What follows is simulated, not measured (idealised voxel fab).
A process module follows: voxel self aligned contacts.
Cross-section cut spans 205 nm and uses square cells 5 nm in size.
If you're reading a cross-section in this doc, picture square cells in a grid; it comes to you as bands, top ones listed first down to the bottom, and a band can be one or more rows of cells. Top, bottom (nm), then materials left to right with widths (nm); lone material tagged "full width" fills the whole band edge to edge; "blank" = empty space. We count height from 0. Below that, the starting wafer is all one material. The lowest band never ends at the bottom but goes on down; see "top 0, no bottom" for how that is written. You'd read "30->40" like this: the band's top row of cells is as wide as the first number, its bottom row is as wide as the second, and going down, every row changes width by the same amount as the row before did. When a step is marked "all unchanged", none of the cells in the cross-section changed during that step. "Closed internal cavities" enumerates empty spaces isolated from the top, with no open way to it, that contain at least 8 cells, giving each as width x height at distance from the left edge, all three in nm. On a step's line, text after the settings is the simulator commenting on that step. Steps that use a mask can have "overlay nm" on their line. It says how far the mask sat to the right of where it was meant to be. Negative means to the left.
# Intended process steps
1,RECEIVE: material Si
2,OXIDIZE: depth nm 5
3,DIRECTIONAL_DEP: material polySi, thk nm 30
4,DIRECTIONAL_DEP: material SiN, thk nm 20
5,MASKED_ETCH: tone cover, mask id GATE, width nm 25, pitch nm 50, etch materials SiN, depth nm 20, overlay nm 0
6,MASKED_ETCH: tone cover, mask id GATE, width nm 25, pitch nm 50, etch materials polySi, depth nm 30, overlay nm 0
7,CONFORMAL_DEP: material SiN, thk nm 5
8,DIRECTIONAL_ETCH: etch materials SiN, depth nm 5
9,FILL_DEP: material SiO2, thk nm 10
10,CMP: height nm 55
11,DIRECTIONAL_DEP: material aC, thk nm 10
12,PATTERN: tone open, mask id CONTACT, material resist, width nm 35, thk nm 25, overlay nm 0
13,DIRECTIONAL_ETCH: etch materials aC, depth nm 10
14,STRIP: etch materials resist
15,DIRECTIONAL_ETCH: etch materials SiO2, depth nm 60
16,STRIP: etch materials aC
17,CONFORMAL_DEP: material TiN, thk nm 5
18,FILL_DEP: material W, thk nm 10
19,CMP: height nm 55
20,CONFORMAL_DEP: material SiCN, thk nm 5
# First of two wafers: run as planned
# Cross-section: wafer on arrival = after step 1
* top 0, no bottom | Si full width
* Closed internal cavities: none
# Cross-section through the wafer, step 2 finished
* top 0, bottom -5 | SiO2 full width
* Everything under -5 stays put, no change at all.
# Cross-section through the wafer, step 3 finished
* top 30, bottom 0 | polySi full width
* Everything under 0 stays put, no change at all.
# Cross-section through the wafer, step 4 finished
* top 50, bottom 30 | SiN full width
* Everything under 30 stays put, no change at all.
# Cross-section through the wafer, step 5 finished
* top 50, bottom 30 | 65 blank | 25 SiN | 25 blank | 25 SiN | 65 blank
* Everything under 30 stays put, no change at all.
# Cross-section through the wafer, step 6 finished
* top 50, bottom 30 | 65 blank | 25 SiN | 25 blank | 25 SiN | 65 blank
* top 30, bottom 0 | 65 blank | 25 polySi | 25 blank | 25 polySi | 65 blank
* Everything under 0 stays put, no change at all.
# Cross-section through the wafer, step 7 finished
* top 55, bottom 30 | 60 blank | 35 SiN | 15 blank | 35 SiN | 60 blank
* top 30, bottom 5 | 60 blank | 5 SiN | 25 polySi | 5 SiN | 15 blank | 5 SiN | 25 polySi | 5 SiN | 60 blank
* top 5, bottom 0 | 65 SiN | 25 polySi | 25 SiN | 25 polySi | 65 SiN
* Everything under 0 stays put, no change at all.
# Cross-section through the wafer, step 8 finished
* top 50, bottom 30 | 60 blank | 35 SiN | 15 blank | 35 SiN | 60 blank
* top 30, bottom 0 | 60 blank | 5 SiN | 25 polySi | 5 SiN | 15 blank | 5 SiN | 25 polySi | 5 SiN | 60 blank
* Everything under 0 stays put, no change at all.
# Cross-section through the wafer, step 9 finished
* top 60, bottom 50 | SiO2 full width
* top 50, bottom 30 | 60 SiO2 | 35 SiN | 15 SiO2 | 35 SiN | 60 SiO2
* top 30, bottom 0 | 60 SiO2 | 5 SiN | 25 polySi | 5 SiN | 15 SiO2 | 5 SiN | 25 polySi | 5 SiN | 60 SiO2
* Everything under 0 stays put, no change at all.
# Cross-section through the wafer, step 10 finished
* top 55, bottom 50 | SiO2 full width
* Everything under 50 stays put, no change at all.
# Cross-section through the wafer, step 11 finished
* top 65, bottom 55 | aC full width
* Everything under 55 stays put, no change at all.
# Cross-section through the wafer, step 12 finished
* top 90, bottom 65 | 85 resist | 35 blank | 85 resist
* Everything under 65 stays put, no change at all.
# Cross-section through the wafer, step 13 finished
* top 80, bottom 65 | 85 resist | 35 blank | 85 resist
* top 65, bottom 55 | 85 aC | 35 blank | 85 aC
* Everything under 55 stays put, no change at all.
# Cross-section through the wafer, step 14 finished
* top 65, bottom 55 | 85 aC | 35 blank | 85 aC
* Everything under 55 stays put, no change at all.
# Cross-section through the wafer, step 15 finished
* top 65, bottom 55 | 85 aC | 35 blank | 85 aC
* top 55, bottom 50 | 85 SiO2 | 35 blank | 85 SiO2
* top 50, bottom 30 | 60 SiO2 | 35 SiN | 15 blank | 35 SiN | 60 SiO2
* top 30, bottom 0 | 60 SiO2 | 5 SiN | 25 polySi | 5 SiN | 15 blank | 5 SiN | 25 polySi | 5 SiN | 60 SiO2
* top 0, bottom -5 | 95 SiO2 | 15 blank | 95 SiO2
* Everything under -5 stays put, no change at all.
# Cross-section through the wafer, step 16 finished
* top 55, bottom 50 | 85 SiO2 | 35 blank | 85 SiO2
* Everything under 50 stays put, no change at all.
# Cross-section through the wafer, step 17 finished
* top 60, bottom 55 | 90 TiN | 25 blank | 90 TiN
* top 55, bottom 50 | 85 SiO2 | 15 TiN | 5 blank | 15 TiN | 85 SiO2
* top 50, bottom 30 | 60 SiO2 | 35 SiN | 5 TiN | 5 blank | 5 TiN | 35 SiN | 60 SiO2
* top 30, bottom 0 | 60 SiO2 | 5 SiN | 25 polySi | 5 SiN | 5 TiN | 5 blank | 5 TiN | 5 SiN | 25 polySi | 5 SiN | 60 SiO2
* top 0, bottom -5 | 95 SiO2 | 15 TiN | 95 SiO2
* Everything under -5 stays put, no change at all.
# Cross-section through the wafer, step 18 finished
* top 70, bottom 60 | W full width
* top 60, bottom 55 | 90 TiN | 25 W | 90 TiN
* top 55, bottom 50 | 85 SiO2 | 15 TiN | 5 W | 15 TiN | 85 SiO2
* top 50, bottom 30 | 60 SiO2 | 35 SiN | 5 TiN | 5 W | 5 TiN | 35 SiN | 60 SiO2
* top 30, bottom 0 | 60 SiO2 | 5 SiN | 25 polySi | 5 SiN | 5 TiN | 5 W | 5 TiN | 5 SiN | 25 polySi | 5 SiN | 60 SiO2
* Everything under 0 stays put, no change at all.
# Cross-section through the wafer, step 19 finished
* top 55, bottom 50 | 85 SiO2 | 15 TiN | 5 W | 15 TiN | 85 SiO2
* Everything under 50 stays put, no change at all.
# Cross-section through the wafer, step 20 finished
* top 60, bottom 55 | SiCN full width
* Everything under 55 stays put, no change at all.
# The remaining wafer, second of the two, started like the first and was run to the same plan, except that one mistake was made along the way; the two coincide through step 2, inclusive
# Second wafer cross-section, taken as of the time the plan sets for step 3 to be done
* top 30, bottom 0 | SiCN full width
* Everything under 0 stays put, no change at all.
# Second wafer cross-section, taken as of the time the plan sets for step 4 to be done
* top 50, bottom 30 | SiN full width
* Everything under 30 stays put, no change at all.
# Second wafer cross-section, taken as of the time the plan sets for step 5 to be done
* top 50, bottom 30 | 65 blank | 25 SiN | 25 blank | 25 SiN | 65 blank
* Everything under 30 stays put, no change at all.
Second wafer cross-section, taken as of the time the plan sets for step 6 to be done: all unchanged
# Second wafer cross-section, taken as of the time the plan sets for step 7 to be done
* top 55, bottom 35 | 60 blank | 35 SiN | 15 blank | 35 SiN | 60 blank
* top 35, bottom 30 | SiN full width
* Everything under 30 stays put, no change at all.
# Second wafer cross-section, taken as of the time the plan sets for step 8 to be done
* top 50, bottom 30 | 60 blank | 35 SiN | 15 blank | 35 SiN | 60 blank
* Everything under 30 stays put, no change at all.
# Second wafer cross-section, taken as of the time the plan sets for step 9 to be done
* top 60, bottom 50 | SiO2 full width
* top 50, bottom 30 | 60 SiO2 | 35 SiN | 15 SiO2 | 35 SiN | 60 SiO2
* Everything under 30 stays put, no change at all.
# Second wafer cross-section, taken as of the time the plan sets for step 10 to be done
* top 55, bottom 50 | SiO2 full width
* Everything under 50 stays put, no change at all.
# Second wafer cross-section, taken as of the time the plan sets for step 11 to be done
* top 65, bottom 55 | aC full width
* Everything under 55 stays put, no change at all.
# Second wafer cross-section, taken as of the time the plan sets for step 12 to be done
* top 90, bottom 65 | 85 resist | 35 blank | 85 resist
* Everything under 65 stays put, no change at all.
# Second wafer cross-section, taken as of the time the plan sets for step 13 to be done
* top 80, bottom 65 | 85 resist | 35 blank | 85 resist
* top 65, bottom 55 | 85 aC | 35 blank | 85 aC
* Everything under 55 stays put, no change at all.
# Second wafer cross-section, taken as of the time the plan sets for step 14 to be done
* top 65, bottom 55 | 85 aC | 35 blank | 85 aC
* Everything under 55 stays put, no change at all.
# Second wafer cross-section, taken as of the time the plan sets for step 15 to be done
* top 65, bottom 55 | 85 aC | 35 blank | 85 aC
* top 55, bottom 50 | 85 SiO2 | 35 blank | 85 SiO2
* top 50, bottom 30 | 60 SiO2 | 35 SiN | 15 blank | 35 SiN | 60 SiO2
* Everything under 30 stays put, no change at all.
# Second wafer cross-section, taken as of the time the plan sets for step 16 to be done
* top 55, bottom 50 | 85 SiO2 | 35 blank | 85 SiO2
* Everything under 50 stays put, no change at all.
# Second wafer cross-section, taken as of the time the plan sets for step 17 to be done
* top 60, bottom 55 | 90 TiN | 25 blank | 90 TiN
* top 55, bottom 50 | 85 SiO2 | 15 TiN | 5 blank | 15 TiN | 85 SiO2
* top 50, bottom 35 | 60 SiO2 | 35 SiN | 5 TiN | 5 blank | 5 TiN | 35 SiN | 60 SiO2
* top 35, bottom 30 | 60 SiO2 | 35 SiN | 15 TiN | 35 SiN | 60 SiO2
* Everything under 30 stays put, no change at all.
# Second wafer cross-section, taken as of the time the plan sets for step 18 to be done
* top 70, bottom 60 | W full width
* top 60, bottom 55 | 90 TiN | 25 W | 90 TiN
* top 55, bottom 50 | 85 SiO2 | 15 TiN | 5 W | 15 TiN | 85 SiO2
* top 50, bottom 35 | 60 SiO2 | 35 SiN | 5 TiN | 5 W | 5 TiN | 35 SiN | 60 SiO2
* Everything under 35 stays put, no change at all.
# Second wafer cross-section, taken as of the time the plan sets for step 19 to be done
* top 55, bottom 50 | 85 SiO2 | 15 TiN | 5 W | 15 TiN | 85 SiO2
* Everything under 50 stays put, no change at all.
# Second wafer cross-section, taken as of the time the plan sets for step 20 to be done
* top 60, bottom 55 | SiCN full width
* Everything under 55 stays put, no change at all.
Short version of what went wrong: step 3: run off-plan, actual operation and settings DIRECTIONAL_DEP: material SiCN, thk nm 30
The closing comparison, in cells, has the second wafer with more or fewer of some materials than the first: SiCN +246; SiN -24; SiO2 -141; TiN -14; W -7; polySi -60
